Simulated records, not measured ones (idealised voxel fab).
The document below concerns the process module designated voxel spacer lines.
cross-section cut | 275 nm wide | cells 5 nm
The cross-sections in this document take the form of a grid made of square cells. They are written out as bands, in order from top to bottom. Each band consists of one or more rows of cells.
Each band's line starts with the height of the band's top and of its bottom, in nm. Then come its materials from left to right, each with its width in nm. One material with "edge to edge" fills the band from edge to edge. "blank" is empty space.
Heights are reckoned from 0. Under this level, the received wafer is all of one material. The bottommost band is open-ended downward, for example "0..down".
Per-row width for "30 to 40": begins at first number (top row of band), ends at second number (bottom row), increment between rows held constant.
Any step labelled "all unchanged" changed none of the cells in the cross-section.
The label "Trapped voids" introduces a list of the empty spaces, 8 cells or larger, that have no open way up to the top; each entry in it reads width x height at distance, where the distance is taken from the left edge and all three are stated in nm.
That trailing text on a step's line, after the settings, is the simulator's own remark on the step.
Among the settings permitted on a step's line is "overlay nm"; applied to a step with a mask, it specifies the extent to which the mask lay to the right of its planned position, whereas a negative figure signifies a position to the left.

SET OUT BELOW ARE THE PLANNED STEPS OF THE PROCESS
step 1: RECEIVE | material Si
step 2: CONFORMAL_DEP | material Al2O3 | thk nm 5
step 3: DIRECTIONAL_DEP | material polySi | thk nm 15
step 4: DIRECTIONAL_DEP | material aC | thk nm 20
step 5: PATTERN | tone cover | mask id MANDREL | material resist | width nm 15 | pitch nm 50 | thk nm 25 | overlay nm 0
step 6: DIRECTIONAL_ETCH | etch materials aC | depth nm 20
step 7: STRIP | etch materials resist
step 8: CONFORMAL_DEP | material SiO2 | thk nm 10
step 9: DIRECTIONAL_ETCH | etch materials SiO2 | depth nm 10
step 10: STRIP | etch materials aC
step 11: DIRECTIONAL_ETCH | etch materials polySi | depth nm 15
step 12: STRIP | etch materials SiO2

RECEIVED-STATE CROSS-SECTION, REFLECTING COMPLETION OF STEP 1
  0..down  Si edge to edge
  Trapped voids: none

FINAL WAFER PROFILE IN CROSS-SECTION AFTER THE MODULE, FROM THE SAME START AND PLAN AS ABOVE, WITH ONE MISTAKE MADE DURING PROCESSING
  40..20  Al2O3 edge to edge
  20..5  polySi edge to edge
  5..0  Al2O3 edge to edge
  0..down  Si edge to edge
  Trapped voids: none
Error vs. plan: rather than as planned, step 4 actually ran as DIRECTIONAL_DEP | material Al2O3 | thk nm 20
